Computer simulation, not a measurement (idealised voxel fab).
process module | voxel ribs on slabs
cross-section cut | 265 nm wide | cells 5 nm
For the purposes of this document, a cross-section shall be understood as a grid of square cells, specified as bands listed in top-to-bottom order, each band consisting of one or more rows of cells.
A band entry consists of two parts. The first gives the height of the band's top and the height of its bottom, in nm. The rest lists the band's materials from left to right, each with its width in nm. A single material labelled with the word "edge to edge" fills the band from edge to edge, and the word "blank" marks empty space.
The reference from which all heights are counted is 0, the level beneath which the as-received wafer is entirely one material; the lowest band, having no lower bound, proceeds downward and is written after the example "0 nm and below".
Note: "30->40" means the width goes from the first number (top row of the band) to the second number (bottom row) in equal steps per row of cells.
Key: "no alteration" - step with no changed cell in the cross-section.
Empty spaces counting at least 8 cells and having no open way to the top are listed in "Unvented internal voids". The notation width x height at distance is used for each, the distance being from the left edge and all three values in nm.
What comes after the settings on a step's line is commentary from the simulator itself on that step.
overlay nm: on a step with a mask, how far right of its planned place the mask lay; negative means left.
Pairs follow: section before one process step, section after it down to the lowest changed band, step with settings underneath. Pairs may come from different runs of this module on the same starting wafer; continuity with the pair above only as stated in the "Structure before processing" entry.

Structure before processing
* 0 nm and below = Si edge to edge
* Unvented internal voids: none

Section After Processing
* 30 nm to 0 nm = SiO2 edge to edge
* Nothing below the height 0 has changed.
* Unvented internal voids: none
Here is the step that sits between the two cross-sections above: DIRECTIONAL_DEP | material SiO2 | thk nm 30

Structure before processing: The prior state of this step coincides with the post-step cross-section of the pair just above.

Section After Processing
* 50 nm to 30 nm = SiN edge to edge
* Nothing below the height 30 has changed.
* Unvented internal voids: none
Here is the step that sits between the two cross-sections above: DIRECTIONAL_DEP | material SiN | thk nm 20

Structure before processing: The prior state of this step coincides with the post-step cross-section of the pair just above.

Section After Processing
* 65 nm to 50 nm = blank=120 | resist=25 | blank=120
* Nothing below the height 50 has changed.
* Unvented internal voids: none
Here is the step that sits between the two cross-sections above: PATTERN | tone cover | mask id RIB | material resist | width nm 25 | thk nm 15 | overlay nm 0

Structure before processing: The prior state of this step coincides with the post-step cross-section of the pair just above.

Section After Processing
* 65 nm to 50 nm = blank=120 | resist=25 | blank=120
* 50 nm to 45 nm = blank=120 | SiN=25 | blank=120
* Nothing below the height 45 has changed.
* Unvented internal voids: none
Here is the step that sits between the two cross-sections above: DIRECTIONAL_ETCH | etch materials SiN | depth nm 5

Structure before processing: The prior state of this step coincides with the post-step cross-section of the pair just above.

Section After Processing
* 50 nm to 45 nm = blank=120 | SiN=25 | blank=120
* Nothing below the height 45 has changed.
* Unvented internal voids: none
Here is the step that sits between the two cross-sections above: STRIP | etch materials resist

Structure before processing: The prior state of this step coincides with the post-step cross-section of the pair just above.

Section After Processing
* 65 nm to 50 nm = blank=90 | resist=85 | blank=90
* 50 nm to 45 nm = blank=90 | resist=30 | SiN=25 | resist=30 | blank=90
* Nothing below the height 45 has changed.
* Unvented internal voids: none
Here is the step that sits between the two cross-sections above: PATTERN | tone cover | mask id SLAB | material resist | width nm 85 | thk nm 15 | overlay nm 0

Structure before processing: The prior state of this step coincides with the post-step cross-section of the pair just above.

Section After Processing
* 65 nm to 50 nm = blank=90 | resist=85 | blank=90
* 50 nm to 45 nm = blank=90 | resist=30 | SiN=25 | resist=30 | blank=90
* 45 nm to 30 nm = blank=90 | SiN=85 | blank=90
* Nothing below the height 30 has changed.
* Unvented internal voids: none
Here is the step that sits between the two cross-sections above: DIRECTIONAL_ETCH | etch materials SiN | depth nm 15

Structure before processing: The prior state of this step coincides with the post-step cross-section of the pair just above.

Section After Processing
* 50 nm to 45 nm = blank=120 | SiN=25 | blank=120
* Nothing below the height 45 has changed.
* Unvented internal voids: none
Here is the step that sits between the two cross-sections above: STRIP | etch materials resist

Structure before processing: The prior state of this step coincides with the post-step cross-section of the pair just above.

Section After Processing
* 70 nm to 50 nm = SiO2 edge to edge
* 50 nm to 45 nm = SiO2=120 | SiN=25 | SiO2=120
* 45 nm to 30 nm = SiO2=90 | SiN=85 | SiO2=90
* Nothing below the height 30 has changed.
* Unvented internal voids: none
Here is the step that sits between the two cross-sections above: FILL_DEP | material SiO2 | thk nm 20

Structure before processing: The prior state of this step coincides with the post-step cross-section of the pair just above.

Section After Processing
* 60 nm to 50 nm = SiO2 edge to edge
* Nothing below the height 50 has changed.
* Unvented internal voids: none
Here is the step that sits between the two cross-sections above: CMP | height nm 60

Structure before processing: The prior state of this step coincides with the post-step cross-section of the pair just above.

Section After Processing
* 65 nm to 60 nm = W edge to edge
* Nothing below the height 60 has changed.
* Unvented internal voids: none
Here is the step that sits between the two cross-sections above: DIRECTIONAL_DEP | material W | thk nm 5

Structure before processing: The prior state of this step coincides with the post-step cross-section of the pair just above.

Section After Processing
* 80 nm to 65 nm = aC edge to edge
* Nothing below the height 65 has changed.
* Unvented internal voids: none
Here is the step that sits between the two cross-sections above: DIRECTIONAL_DEP | material aC | thk nm 15

Structure before processing: The prior state of this step coincides with the post-step cross-section of the pair just above.

Section After Processing
* 110 nm to 80 nm = blank=115 | resist=35 | blank=115
* Nothing below the height 80 has changed.
* Unvented internal voids: none
Here is the step that sits between the two cross-sections above: PATTERN | tone cover | mask id HEATER | material resist | width nm 35 | thk nm 30 | overlay nm 0

Structure before processing: The prior state of this step coincides with the post-step cross-section of the pair just above.

Section After Processing
* 95 nm to 80 nm = blank=115 | resist=35 | blank=115
* 80 nm to 65 nm = blank=115 | aC=35 | blank=115
* Nothing below the height 65 has changed.
* Unvented internal voids: none
Here is the step that sits between the two cross-sections above: DIRECTIONAL_ETCH | etch materials aC | depth nm 15

Structure before processing: The prior state of this step coincides with the post-step cross-section of the pair just above.

Section After Processing
* 80 nm to 65 nm = blank=115 | aC=35 | blank=115
* Nothing below the height 65 has changed.
* Unvented internal voids: none
Here is the step that sits between the two cross-sections above: STRIP | etch materials resist

Structure before processing: The prior state of this step coincides with the post-step cross-section of the pair just above.

Section After Processing
* 80 nm to 65 nm = blank=115 | aC=35 | blank=115
* 65 nm to 60 nm = blank=115 | W=35 | blank=115
* Nothing below the height 60 has changed.
* Unvented internal voids: none
Here is the step that sits between the two cross-sections above: DIRECTIONAL_ETCH | etch materials W | depth nm 5

Structure before processing: The prior state of this step coincides with the post-step cross-section of the pair just above.

Section After Processing
* 65 nm to 60 nm = blank=115 | W=35 | blank=115
* Nothing below the height 60 has changed.
* Unvented internal voids: none
Here is the step that sits between the two cross-sections above: STRIP | etch materials aC

Structure before processing: The prior state of this step coincides with the post-step cross-section of the pair just above.

Section After Processing
* 75 nm to 70 nm = blank=105 | SiN=55 | blank=105
* 70 nm to 65 nm = SiN edge to edge
* 65 nm to 60 nm = SiN=115 | W=35 | SiN=115
* Nothing below the height 60 has changed.
* Unvented internal voids: none
Here is the step that sits between the two cross-sections above: CONFORMAL_DEP | material SiN | thk nm 10

Structure before processing
* 50 nm to 30 nm = SiN edge to edge
* 30 nm to 0 nm = SiO2 edge to edge
* 0 nm and below = Si edge to edge
* Unvented internal voids: none

Section After Processing
* 70 nm to 30 nm = SiN edge to edge
* Nothing below the height 30 has changed.
* Unvented internal voids: none
Here is the step that sits between the two cross-sections above: DIRECTIONAL_DEP | material SiN | thk nm 20

Structure before processing: The prior state of this step coincides with the post-step cross-section of the pair just above.

Section After Processing
* 85 nm to 70 nm = blank=120 | resist=25 | blank=120
* Nothing below the height 70 has changed.
* Unvented internal voids: none
Here is the step that sits between the two cross-sections above: PATTERN | tone cover | mask id RIB | material resist | width nm 25 | thk nm 15 | overlay nm 0

Structure before processing: The prior state of this step coincides with the post-step cross-section of the pair just above.

Section After Processing
* 85 nm to 70 nm = blank=120 | resist=25 | blank=120
* 70 nm to 65 nm = blank=120 | SiN=25 | blank=120
* Nothing below the height 65 has changed.
* Unvented internal voids: none
Here is the step that sits between the two cross-sections above: DIRECTIONAL_ETCH | etch materials SiN | depth nm 5

Structure before processing: The prior state of this step coincides with the post-step cross-section of the pair just above.

Section After Processing
* 70 nm to 65 nm = blank=120 | SiN=25 | blank=120
* Nothing below the height 65 has changed.
* Unvented internal voids: none
Here is the step that sits between the two cross-sections above: STRIP | etch materials resist

Structure before processing: The prior state of this step coincides with the post-step cross-section of the pair just above.

Section After Processing
* 85 nm to 70 nm = blank=90 | resist=85 | blank=90
* 70 nm to 65 nm = blank=90 | resist=30 | SiN=25 | resist=30 | blank=90
* Nothing below the height 65 has changed.
* Unvented internal voids: none
Here is the step that sits between the two cross-sections above: PATTERN | tone cover | mask id SLAB | material resist | width nm 85 | thk nm 15 | overlay nm 0

Structure before processing: The prior state of this step coincides with the post-step cross-section of the pair just above.

Section After Processing
* 85 nm to 70 nm = blank=90 | resist=85 | blank=90
* 70 nm to 65 nm = blank=90 | resist=30 | SiN=25 | resist=30 | blank=90
* 65 nm to 50 nm = blank=90 | SiN=85 | blank=90
* Nothing below the height 50 has changed.
* Unvented internal voids: none
Here is the step that sits between the two cross-sections above: DIRECTIONAL_ETCH | etch materials SiN | depth nm 15

Structure before processing: The prior state of this step coincides with the post-step cross-section of the pair just above.

Section After Processing
* 70 nm to 65 nm = blank=120 | SiN=25 | blank=120
* Nothing below the height 65 has changed.
* Unvented internal voids: none
Here is the step that sits between the two cross-sections above: STRIP | etch materials resist

Structure before processing: The prior state of this step coincides with the post-step cross-section of the pair just above.

Section After Processing
* 90 nm to 70 nm = SiO2 edge to edge
* 70 nm to 65 nm = SiO2=120 | SiN=25 | SiO2=120
* 65 nm to 50 nm = SiO2=90 | SiN=85 | SiO2=90
* Nothing below the height 50 has changed.
* Unvented internal voids: none
Here is the step that sits between the two cross-sections above: FILL_DEP | material SiO2 | thk nm 20

Structure before processing: The prior state of this step coincides with the post-step cross-section of the pair just above.

Section After Processing
* 60 nm to 50 nm = SiO2=90 | SiN=85 | SiO2=90
* Nothing below the height 50 has changed.
* Unvented internal voids: none
Here is the step that sits between the two cross-sections above: CMP | height nm 60

Structure before processing: The prior state of this step coincides with the post-step cross-section of the pair just above.

Section After Processing
* 65 nm to 60 nm = W edge to edge
* Nothing below the height 60 has changed.
* Unvented internal voids: none
Here is the step that sits between the two cross-sections above: DIRECTIONAL_DEP | material W | thk nm 5

Structure before processing: The prior state of this step coincides with the post-step cross-section of the pair just above.

Section After Processing
* 80 nm to 65 nm = aC edge to edge
* Nothing below the height 65 has changed.
* Unvented internal voids: none
Here is the step that sits between the two cross-sections above: DIRECTIONAL_DEP | material aC | thk nm 15

Structure before processing: The prior state of this step coincides with the post-step cross-section of the pair just above.

Section After Processing
* 110 nm to 80 nm = blank=115 | resist=35 | blank=115
* Nothing below the height 80 has changed.
* Unvented internal voids: none
Here is the step that sits between the two cross-sections above: PATTERN | tone cover | mask id HEATER | material resist | width nm 35 | thk nm 30 | overlay nm 0

Structure before processing: The prior state of this step coincides with the post-step cross-section of the pair just above.

Section After Processing
* 95 nm to 80 nm = blank=115 | resist=35 | blank=115
* 80 nm to 65 nm = blank=115 | aC=35 | blank=115
* Nothing below the height 65 has changed.
* Unvented internal voids: none
Here is the step that sits between the two cross-sections above: DIRECTIONAL_ETCH | etch materials aC | depth nm 15

Structure before processing: The prior state of this step coincides with the post-step cross-section of the pair just above.

Section After Processing
* 80 nm to 65 nm = blank=115 | aC=35 | blank=115
* Nothing below the height 65 has changed.
* Unvented internal voids: none
Here is the step that sits between the two cross-sections above: STRIP | etch materials resist

Structure before processing: The prior state of this step coincides with the post-step cross-section of the pair just above.

Section After Processing
* 80 nm to 65 nm = blank=115 | aC=35 | blank=115
* 65 nm to 60 nm = blank=115 | W=35 | blank=115
* Nothing below the height 60 has changed.
* Unvented internal voids: none
Here is the step that sits between the two cross-sections above: DIRECTIONAL_ETCH | etch materials W | depth nm 5

Structure before processing: The prior state of this step coincides with the post-step cross-section of the pair just above.

Section After Processing
* 65 nm to 60 nm = blank=115 | W=35 | blank=115
* Nothing below the height 60 has changed.
* Unvented internal voids: none
Here is the step that sits between the two cross-sections above: STRIP | etch materials aC

Structure before processing: The prior state of this step coincides with the post-step cross-section of the pair just above.

Section After Processing
* 75 nm to 70 nm = blank=105 | SiN=55 | blank=105
* 70 nm to 65 nm = SiN edge to edge
* 65 nm to 60 nm = SiN=115 | W=35 | SiN=115
* Nothing below the height 60 has changed.
* Unvented internal voids: none
Here is the step that sits between the two cross-sections above: CONFORMAL_DEP | material SiN | thk nm 10

Structure before processing
* 0 nm and below = Si edge to edge
* Unvented internal voids: none

Section After Processing
* 20 nm to 0 nm = SiN edge to edge
* Nothing below the height 0 has changed.
* Unvented internal voids: none
Here is the step that sits between the two cross-sections above: DIRECTIONAL_DEP | material SiN | thk nm 20

Structure before processing: The prior state of this step coincides with the post-step cross-section of the pair just above.

Section After Processing
* 50 nm to 20 nm = SiO2 edge to edge
* Nothing below the height 20 has changed.
* Unvented internal voids: none
Here is the step that sits between the two cross-sections above: DIRECTIONAL_DEP | material SiO2 | thk nm 30

Structure before processing: The prior state of this step coincides with the post-step cross-section of the pair just above.

Section After Processing
* 65 nm to 50 nm = blank=120 | resist=25 | blank=120
* Nothing below the height 50 has changed.
* Unvented internal voids: none
Here is the step that sits between the two cross-sections above: PATTERN | tone cover | mask id RIB | material resist | width nm 25 | thk nm 15 | overlay nm 0

Structure before processing: The prior state of this step coincides with the post-step cross-section of the pair just above.

Section After Processing
* 50 nm to 20 nm = SiO2 edge to edge
* Nothing below the height 20 has changed.
* Unvented internal voids: none
Here is the step that sits between the two cross-sections above: STRIP | etch materials resist

Structure before processing: The prior state of this step coincides with the post-step cross-section of the pair just above.

Section After Processing
* 65 nm to 50 nm = blank=90 | resist=85 | blank=90
* Nothing below the height 50 has changed.
* Unvented internal voids: none
Here is the step that sits between the two cross-sections above: PATTERN | tone cover | mask id SLAB | material resist | width nm 85 | thk nm 15 | overlay nm 0

Structure before processing: The prior state of this step coincides with the post-step cross-section of the pair just above.

Section After Processing
* 50 nm to 20 nm = SiO2 edge to edge
* Nothing below the height 20 has changed.
* Unvented internal voids: none
Here is the step that sits between the two cross-sections above: STRIP | etch materials resist

Structure before processing: The prior state of this step coincides with the post-step cross-section of the pair just above.

Section After Processing
* 70 nm to 20 nm = SiO2 edge to edge
* Nothing below the height 20 has changed.
* Unvented internal voids: none
Here is the step that sits between the two cross-sections above: FILL_DEP | material SiO2 | thk nm 20

Structure before processing: The prior state of this step coincides with the post-step cross-section of the pair just above.

Section After Processing
* 60 nm to 20 nm = SiO2 edge to edge
* Nothing below the height 20 has changed.
* Unvented internal voids: none
Here is the step that sits between the two cross-sections above: CMP | height nm 60

Structure before processing: The prior state of this step coincides with the post-step cross-section of the pair just above.

Section After Processing
* 65 nm to 60 nm = W edge to edge
* Nothing below the height 60 has changed.
* Unvented internal voids: none
Here is the step that sits between the two cross-sections above: DIRECTIONAL_DEP | material W | thk nm 5

Structure before processing: The prior state of this step coincides with the post-step cross-section of the pair just above.

Section After Processing
* 80 nm to 65 nm = aC edge to edge
* Nothing below the height 65 has changed.
* Unvented internal voids: none
Here is the step that sits between the two cross-sections above: DIRECTIONAL_DEP | material aC | thk nm 15

Structure before processing: The prior state of this step coincides with the post-step cross-section of the pair just above.

Section After Processing
* 110 nm to 80 nm = blank=115 | resist=35 | blank=115
* Nothing below the height 80 has changed.
* Unvented internal voids: none
Here is the step that sits between the two cross-sections above: PATTERN | tone cover | mask id HEATER | material resist | width nm 35 | thk nm 30 | overlay nm 0

Structure before processing: The prior state of this step coincides with the post-step cross-section of the pair just above.

Section After Processing
* 95 nm to 80 nm = blank=115 | resist=35 | blank=115
* 80 nm to 65 nm = blank=115 | aC=35 | blank=115
* Nothing below the height 65 has changed.
* Unvented internal voids: none
Here is the step that sits between the two cross-sections above: DIRECTIONAL_ETCH | etch materials aC | depth nm 15

Structure before processing: The prior state of this step coincides with the post-step cross-section of the pair just above.

Section After Processing
* 80 nm to 65 nm = blank=115 | aC=35 | blank=115
* Nothing below the height 65 has changed.
* Unvented internal voids: none
Here is the step that sits between the two cross-sections above: STRIP | etch materials resist

Structure before processing: The prior state of this step coincides with the post-step cross-section of the pair just above.

Section After Processing
* 80 nm to 65 nm = blank=115 | aC=35 | blank=115
* 65 nm to 60 nm = blank=115 | W=35 | blank=115
* Nothing below the height 60 has changed.
* Unvented internal voids: none
Here is the step that sits between the two cross-sections above: DIRECTIONAL_ETCH | etch materials W | depth nm 5

Structure before processing: The prior state of this step coincides with the post-step cross-section of the pair just above.

Section After Processing
* 65 nm to 60 nm = blank=115 | W=35 | blank=115
* Nothing below the height 60 has changed.
* Unvented internal voids: none
Here is the step that sits between the two cross-sections above: STRIP | etch materials aC

Structure before processing: The prior state of this step coincides with the post-step cross-section of the pair just above.

Section After Processing
* 75 nm to 70 nm = blank=105 | SiN=55 | blank=105
* 70 nm to 65 nm = SiN edge to edge
* 65 nm to 60 nm = SiN=115 | W=35 | SiN=115
* Nothing below the height 60 has changed.
* Unvented internal voids: none
Here is the step that sits between the two cross-sections above: CONFORMAL_DEP | material SiN | thk nm 10

Structure before processing
* 60 nm to 50 nm = SiO2 edge to edge
* 50 nm to 45 nm = SiO2=120 | SiN=25 | SiO2=120
* 45 nm to 30 nm = SiO2=90 | SiN=85 | SiO2=90
* 30 nm to 0 nm = SiO2 edge to edge
* 0 nm and below = Si edge to edge
* Unvented internal voids: none

Section After Processing
* 75 nm to 60 nm = W edge to edge
* Nothing below the height 60 has changed.
* Unvented internal voids: none
Here is the step that sits between the two cross-sections above: DIRECTIONAL_DEP | material W | thk nm 15

Structure before processing: The prior state of this step coincides with the post-step cross-section of the pair just above.

Section After Processing
* 90 nm to 75 nm = aC edge to edge
* Nothing below the height 75 has changed.
* Unvented internal voids: none
Here is the step that sits between the two cross-sections above: DIRECTIONAL_DEP | material aC | thk nm 15

Structure before processing: The prior state of this step coincides with the post-step cross-section of the pair just above.

Section After Processing
* 120 nm to 90 nm = blank=115 | resist=35 | blank=115
* Nothing below the height 90 has changed.
* Unvented internal voids: none
Here is the step that sits between the two cross-sections above: PATTERN | tone cover | mask id HEATER | material resist | width nm 35 | thk nm 30 | overlay nm 0

Structure before processing: The prior state of this step coincides with the post-step cross-section of the pair just above.

Section After Processing
* 105 nm to 90 nm = blank=115 | resist=35 | blank=115
* 90 nm to 75 nm = blank=115 | aC=35 | blank=115
* Nothing below the height 75 has changed.
* Unvented internal voids: none
Here is the step that sits between the two cross-sections above: DIRECTIONAL_ETCH | etch materials aC | depth nm 15

Structure before processing: The prior state of this step coincides with the post-step cross-section of the pair just above.

Section After Processing
* 90 nm to 75 nm = blank=115 | aC=35 | blank=115
* Nothing below the height 75 has changed.
* Unvented internal voids: none
Here is the step that sits between the two cross-sections above: STRIP | etch materials resist

Structure before processing: The prior state of this step coincides with the post-step cross-section of the pair just above.

Section After Processing
* 90 nm to 75 nm = blank=115 | aC=35 | blank=115
* 75 nm to 70 nm = blank=115 | W=35 | blank=115
* Nothing below the height 70 has changed.
* Unvented internal voids: none
Here is the step that sits between the two cross-sections above: DIRECTIONAL_ETCH | etch materials W | depth nm 5

Structure before processing: The prior state of this step coincides with the post-step cross-section of the pair just above.

Section After Processing
* 75 nm to 70 nm = blank=115 | W=35 | blank=115
* Nothing below the height 70 has changed.
* Unvented internal voids: none
Here is the step that sits between the two cross-sections above: STRIP | etch materials aC

Structure before processing: The prior state of this step coincides with the post-step cross-section of the pair just above.

Section After Processing
* 85 nm to 80 nm = blank=105 | SiN=55 | blank=105
* 80 nm to 75 nm = SiN edge to edge
* 75 nm to 70 nm = SiN=115 | W=35 | SiN=115
* Nothing below the height 70 has changed.
* Unvented internal voids: none
Here is the step that sits between the two cross-sections above: CONFORMAL_DEP | material SiN | thk nm 10

Structure before processing
* 50 nm to 45 nm = blank=120 | SiN=25 | blank=120
* 45 nm to 30 nm = SiN edge to edge
* 30 nm to 0 nm = SiO2 edge to edge
* 0 nm and below = Si edge to edge
* Unvented internal voids: none

Section After Processing
* 65 nm to 50 nm = blank=95 | resist=75 | blank=95
* 50 nm to 45 nm = blank=95 | resist=25 | SiN=25 | resist=25 | blank=95
* Nothing below the height 45 has changed.
* Unvented internal voids: none
Here is the step that sits between the two cross-sections above: PATTERN | tone cover | mask id SLAB | material resist | width nm 75 | thk nm 15 | overlay nm 0

Structure before processing: The prior state of this step coincides with the post-step cross-section of the pair just above.

Section After Processing
* 65 nm to 50 nm = blank=95 | resist=75 | blank=95
* 50 nm to 45 nm = blank=95 | resist=25 | SiN=25 | resist=25 | blank=95
* 45 nm to 30 nm = blank=95 | SiN=75 | blank=95
* Nothing below the height 30 has changed.
* Unvented internal voids: none
Here is the step that sits between the two cross-sections above: DIRECTIONAL_ETCH | etch materials SiN | depth nm 15

Structure before processing: The prior state of this step coincides with the post-step cross-section of the pair just above.

Section After Processing
* 50 nm to 45 nm = blank=120 | SiN=25 | blank=120
* Nothing below the height 45 has changed.
* Unvented internal voids: none
Here is the step that sits between the two cross-sections above: STRIP | etch materials resist

Structure before processing: The prior state of this step coincides with the post-step cross-section of the pair just above.

Section After Processing
* 70 nm to 50 nm = SiO2 edge to edge
* 50 nm to 45 nm = SiO2=120 | SiN=25 | SiO2=120
* 45 nm to 30 nm = SiO2=95 | SiN=75 | SiO2=95
* Nothing below the height 30 has changed.
* Unvented internal voids: none
Here is the step that sits between the two cross-sections above: FILL_DEP | material SiO2 | thk nm 20

Structure before processing: The prior state of this step coincides with the post-step cross-section of the pair just above.

Section After Processing
* 60 nm to 50 nm = SiO2 edge to edge
* Nothing below the height 50 has changed.
* Unvented internal voids: none
Here is the step that sits between the two cross-sections above: CMP | height nm 60

Structure before processing: The prior state of this step coincides with the post-step cross-section of the pair just above.

Section After Processing
* 65 nm to 60 nm = W edge to edge
* Nothing below the height 60 has changed.
* Unvented internal voids: none
Here is the step that sits between the two cross-sections above: DIRECTIONAL_DEP | material W | thk nm 5

Structure before processing: The prior state of this step coincides with the post-step cross-section of the pair just above.

Section After Processing
* 80 nm to 65 nm = aC edge to edge
* Nothing below the height 65 has changed.
* Unvented internal voids: none
Here is the step that sits between the two cross-sections above: DIRECTIONAL_DEP | material aC | thk nm 15

Structure before processing: The prior state of this step coincides with the post-step cross-section of the pair just above.

Section After Processing
* 110 nm to 80 nm = blank=115 | resist=35 | blank=115
* Nothing below the height 80 has changed.
* Unvented internal voids: none
Here is the step that sits between the two cross-sections above: PATTERN | tone cover | mask id HEATER | material resist | width nm 35 | thk nm 30 | overlay nm 0

Structure before processing: The prior state of this step coincides with the post-step cross-section of the pair just above.

Section After Processing
* 95 nm to 80 nm = blank=115 | resist=35 | blank=115
* 80 nm to 65 nm = blank=115 | aC=35 | blank=115
* Nothing below the height 65 has changed.
* Unvented internal voids: none
Here is the step that sits between the two cross-sections above: DIRECTIONAL_ETCH | etch materials aC | depth nm 15

Structure before processing: The prior state of this step coincides with the post-step cross-section of the pair just above.

Section After Processing
* 80 nm to 65 nm = blank=115 | aC=35 | blank=115
* Nothing below the height 65 has changed.
* Unvented internal voids: none
Here is the step that sits between the two cross-sections above: STRIP | etch materials resist

Structure before processing: The prior state of this step coincides with the post-step cross-section of the pair just above.

Section After Processing
* 80 nm to 65 nm = blank=115 | aC=35 | blank=115
* 65 nm to 60 nm = blank=115 | W=35 | blank=115
* Nothing below the height 60 has changed.
* Unvented internal voids: none
Here is the step that sits between the two cross-sections above: DIRECTIONAL_ETCH | etch materials W | depth nm 5

Structure before processing: The prior state of this step coincides with the post-step cross-section of the pair just above.

Section After Processing
* 65 nm to 60 nm = blank=115 | W=35 | blank=115
* Nothing below the height 60 has changed.
* Unvented internal voids: none
Here is the step that sits between the two cross-sections above: STRIP | etch materials aC

Structure before processing: The prior state of this step coincides with the post-step cross-section of the pair just above.

Section After Processing
* 75 nm to 70 nm = blank=105 | SiN=55 | blank=105
* 70 nm to 65 nm = SiN edge to edge
* 65 nm to 60 nm = SiN=115 | W=35 | SiN=115
* Nothing below the height 60 has changed.
* Unvented internal voids: none
Here is the step that sits between the two cross-sections above: CONFORMAL_DEP | material SiN | thk nm 10

Structure before processing
* 80 nm to 65 nm = aC edge to edge
* 65 nm to 60 nm = W edge to edge
* 60 nm to 50 nm = SiO2 edge to edge
* 50 nm to 45 nm = SiO2=120 | SiN=25 | SiO2=120
* 45 nm to 30 nm = SiO2=90 | SiN=85 | SiO2=90
* 30 nm to 0 nm = SiO2 edge to edge
* 0 nm and below = Si edge to edge
* Unvented internal voids: none

Section After Processing
* 110 nm to 80 nm = blank=110 | resist=35 | blank=120
* Nothing below the height 80 has changed.
* Unvented internal voids: none
Here is the step that sits between the two cross-sections above: PATTERN | tone cover | mask id HEATER | material resist | width nm 35 | thk nm 30 | overlay nm -5

Structure before processing: The prior state of this step coincides with the post-step cross-section of the pair just above.

Section After Processing
* 95 nm to 80 nm = blank=110 | resist=35 | blank=120
* 80 nm to 65 nm = blank=110 | aC=35 | blank=120
* Nothing below the height 65 has changed.
* Unvented internal voids: none
Here is the step that sits between the two cross-sections above: DIRECTIONAL_ETCH | etch materials aC | depth nm 15

Structure before processing: The prior state of this step coincides with the post-step cross-section of the pair just above.

Section After Processing
* 80 nm to 65 nm = blank=110 | aC=35 | blank=120
* Nothing below the height 65 has changed.
* Unvented internal voids: none
Here is the step that sits between the two cross-sections above: STRIP | etch materials resist

Structure before processing: The prior state of this step coincides with the post-step cross-section of the pair just above.

Section After Processing
* 80 nm to 65 nm = blank=110 | aC=35 | blank=120
* 65 nm to 60 nm = blank=110 | W=35 | blank=120
* Nothing below the height 60 has changed.
* Unvented internal voids: none
Here is the step that sits between the two cross-sections above: DIRECTIONAL_ETCH | etch materials W | depth nm 5

Structure before processing: The prior state of this step coincides with the post-step cross-section of the pair just above.

Section After Processing
* 65 nm to 60 nm = blank=110 | W=35 | blank=120
* Nothing below the height 60 has changed.
* Unvented internal voids: none
Here is the step that sits between the two cross-sections above: STRIP | etch materials aC

Structure before processing: The prior state of this step coincides with the post-step cross-section of the pair just above.

Section After Processing
* 75 nm to 70 nm = blank=100 | SiN=55 | blank=110
* 70 nm to 65 nm = SiN edge to edge
* 65 nm to 60 nm = SiN=110 | W=35 | SiN=120
* Nothing below the height 60 has changed.
* Unvented internal voids: none
Here is the step that sits between the two cross-sections above: CONFORMAL_DEP | material SiN | thk nm 10

Structure before processing
* 65 nm to 60 nm = W edge to edge
* 60 nm to 50 nm = SiO2 edge to edge
* 50 nm to 45 nm = SiO2=120 | SiN=25 | SiO2=120
* 45 nm to 30 nm = SiO2=90 | SiN=85 | SiO2=90
* 30 nm to 0 nm = SiO2 edge to edge
* 0 nm and below = Si edge to edge
* Unvented internal voids: none

Section After Processing
* 80 nm to 65 nm = SiO2 edge to edge
* Nothing below the height 65 has changed.
* Unvented internal voids: none
Here is the step that sits between the two cross-sections above: DIRECTIONAL_DEP | material SiO2 | thk nm 15

Structure before processing: The prior state of this step coincides with the post-step cross-section of the pair just above.

Section After Processing
* 110 nm to 80 nm = blank=115 | resist=35 | blank=115
* Nothing below the height 80 has changed.
* Unvented internal voids: none
Here is the step that sits between the two cross-sections above: PATTERN | tone cover | mask id HEATER | material resist | width nm 35 | thk nm 30 | overlay nm 0

Structure before processing: The prior state of this step coincides with the post-step cross-section of the pair just above.

Section After Processing
* 95 nm to 80 nm = blank=115 | resist=35 | blank=115
* Nothing below the height 80 has changed.
* Unvented internal voids: none
Here is the step that sits between the two cross-sections above: DIRECTIONAL_ETCH | etch materials aC | depth nm 15

Structure before processing: The prior state of this step coincides with the post-step cross-section of the pair just above.

Section After Processing
* 80 nm to 65 nm = SiO2 edge to edge
* Nothing below the height 65 has changed.
* Unvented internal voids: none
Here is the step that sits between the two cross-sections above: STRIP | etch materials resist

Structure before processing: The prior state of this step coincides with the post-step cross-section of the pair just above.

Section After Processing
* 90 nm to 80 nm = SiN edge to edge
* Nothing below the height 80 has changed.
* Unvented internal voids: none
Here is the step that sits between the two cross-sections above: CONFORMAL_DEP | material SiN | thk nm 10

Structure before processing
* 50 nm to 45 nm = blank=120 | SiN=25 | blank=120
* 45 nm to 30 nm = SiN edge to edge
* 30 nm to 0 nm = SiO2 edge to edge
* 0 nm and below = Si edge to edge
* Unvented internal voids: none

Section After Processing
* 65 nm to 50 nm = resist=90 | blank=85 | resist=90
* 50 nm to 45 nm = resist=90 | blank=30 | SiN=25 | blank=30 | resist=90
* Nothing below the height 45 has changed.
* Unvented internal voids: none
Here is the step that sits between the two cross-sections above: PATTERN | tone open | mask id SLAB | material resist | width nm 85 | thk nm 15 | overlay nm 0

Structure before processing: The prior state of this step coincides with the post-step cross-section of the pair just above.

Section After Processing
* 65 nm to 45 nm = resist=90 | blank=85 | resist=90
* 45 nm to 35 nm = SiN=90 | blank=85 | SiN=90
* 35 nm to 30 nm = SiN=90 | blank=30 | SiN=25 | blank=30 | SiN=90
* Nothing below the height 30 has changed.
* Unvented internal voids: none
Here is the step that sits between the two cross-sections above: DIRECTIONAL_ETCH | etch materials SiN | depth nm 15

Structure before processing: The prior state of this step coincides with the post-step cross-section of the pair just above.

Section After Processing
* 45 nm to 35 nm = SiN=90 | blank=85 | SiN=90
* Nothing below the height 35 has changed.
* Unvented internal voids: none
Here is the step that sits between the two cross-sections above: STRIP | etch materials resist

Structure before processing: The prior state of this step coincides with the post-step cross-section of the pair just above.

Section After Processing
* 65 nm to 45 nm = SiO2 edge to edge
* 45 nm to 35 nm = SiN=90 | SiO2=85 | SiN=90
* 35 nm to 30 nm = SiN=90 | SiO2=30 | SiN=25 | SiO2=30 | SiN=90
* Nothing below the height 30 has changed.
* Unvented internal voids: none
Here is the step that sits between the two cross-sections above: FILL_DEP | material SiO2 | thk nm 20

Structure before processing: The prior state of this step coincides with the post-step cross-section of the pair just above.

Section After Processing
* 60 nm to 45 nm = SiO2 edge to edge
* Nothing below the height 45 has changed.
* Unvented internal voids: none
Here is the step that sits between the two cross-sections above: CMP | height nm 60

Structure before processing: The prior state of this step coincides with the post-step cross-section of the pair just above.

Section After Processing
* 65 nm to 60 nm = W edge to edge
* Nothing below the height 60 has changed.
* Unvented internal voids: none
Here is the step that sits between the two cross-sections above: DIRECTIONAL_DEP | material W | thk nm 5
